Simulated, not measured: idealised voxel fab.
Name of the process module below: voxel ribs on slabs
Cross-sectional view cut (width: 280 nm; square cell size: 5 nm).
We lay out every cross-section as a grid of square cells and spell it out in bands from the top down, where one band means one or more rows of cells.
For a band, the entry starts with two heights in nm, that of the top and then that of the bottom, and carries on with the band's materials in order from left to right, each alongside its width in nm; the word "throughout" beside a single material means it fills the band edge to edge, and "air" means empty space.
The level at which height equals 0 is the one under which the wafer, as it arrives, is entirely one material. No lower edge exists for the bottom band, which continues downward and is notated as in "0 and below".
The two numbers in a width such as "30->40" mark its ends across the band: the first belongs to the top row of cells, the second to the bottom row, and from each row to the next the width moves by the same amount.
"remained unchanged", as given for a step, is the statement that not any cell of the cross-section underwent a change during that step.
"Enclosed void list" specifies each empty space that is not open to the top and that occupies no fewer than 8 cells, using the form width x height at distance, the distance measured from the left edge and all three quantities in nm.
On each step's line, the part that comes after the settings is the simulator's own comment on the step.
The setting "overlay nm" may be written on the line of a step. When the step uses a mask, the value reports how far to the right of the planned place the mask lay, and a negative value reports that it lay to the left.

## Steps in the process plan
1) RECEIVE with material Si
2) DIRECTIONAL_DEP with material SiO2, thk nm 25
3) DIRECTIONAL_DEP with material SiN, thk nm 25
4) DIRECTIONAL_DEP with material aC, thk nm 15
5) PATTERN with tone cover, mask id RIB, material resist, width nm 30, thk nm 35, overlay nm 0
6) DIRECTIONAL_ETCH with etch materials aC, depth nm 15
7) STRIP with etch materials resist
8) DIRECTIONAL_ETCH with etch materials SiN, depth nm 10
9) STRIP with etch materials aC
10) DIRECTIONAL_DEP with material aC, thk nm 10
11) PATTERN with tone cover, mask id SLAB, material resist, width nm 90, thk nm 25, overlay nm 0
12) DIRECTIONAL_ETCH with etch materials aC, depth nm 10
13) STRIP with etch materials resist
14) DIRECTIONAL_ETCH with etch materials SiN, depth nm 15
15) STRIP with etch materials aC
16) FILL_DEP with material SiO2, thk nm 25
17) CMP with height nm 65
18) DIRECTIONAL_DEP with material TiN, thk nm 5
19) DIRECTIONAL_DEP with material aC, thk nm 15
20) PATTERN with tone cover, mask id HEATER, material resist, width nm 40, thk nm 35, overlay nm 0
21) DIRECTIONAL_ETCH with etch materials aC, depth nm 5
22) STRIP with etch materials resist
23) DIRECTIONAL_ETCH with etch materials TiN, depth nm 5
24) STRIP with etch materials aC
25) CONFORMAL_DEP with material SiO2, thk nm 10
varied across the wafers: depth nm of step 21. The plan shows the first wafer's value. All wafers start alike

## Cut through the first of several wafers as received, post step 1
> 0 and below | Si throughout
> Enclosed void list: none

## Cross-section of the first of several wafers, taken after step 25, where the module ends
> 80 down to 70 | SiO2 throughout
> 70 down to 65 | TiN throughout
> 65 down to 50 | SiO2 throughout
> 50 down to 40 | 125 SiO2, 30 SiN, 125 SiO2
> 40 down to 25 | 95 SiO2, 90 SiN, 95 SiO2
> 25 down to 0 | SiO2 throughout
> 0 and below | Si throughout
> Enclosed void list: none

## Last wafer, end of module, cross-section
> 80 down to 75 | 110 air, 60 SiO2, 110 air
> 75 down to 70 | SiO2 throughout
> 70 down to 65 | 120 SiO2, 40 TiN, 120 SiO2
> 65 down to 50 | SiO2 throughout
> 50 down to 40 | 125 SiO2, 30 SiN, 125 SiO2
> 40 down to 25 | 95 SiO2, 90 SiN, 95 SiO2
> 25 down to 0 | SiO2 throughout
> 0 and below | Si throughout
> Enclosed void list: none

## The rows of the table below are wafers. Looking at the end of the module, a row counts, for every material, the cells the wafer has gained, shown as (+), or lost, shown as (-), since it was received; its closed voids come next
depth nm 5; +66 SiN; +774 SiO2; +56 TiN; Enclosed void list: none
depth nm 10; +66 SiN; +774 SiO2; +56 TiN; Enclosed void list: none
depth nm 15; +66 SiN; +778 SiO2; +8 TiN; Enclosed void list: none
depth nm 20; +66 SiN; +778 SiO2; +8 TiN; Enclosed void list: none
depth nm 25; +66 SiN; +778 SiO2; +8 TiN; Enclosed void list: none
depth nm 30; +66 SiN; +778 SiO2; +8 TiN; Enclosed void list: none
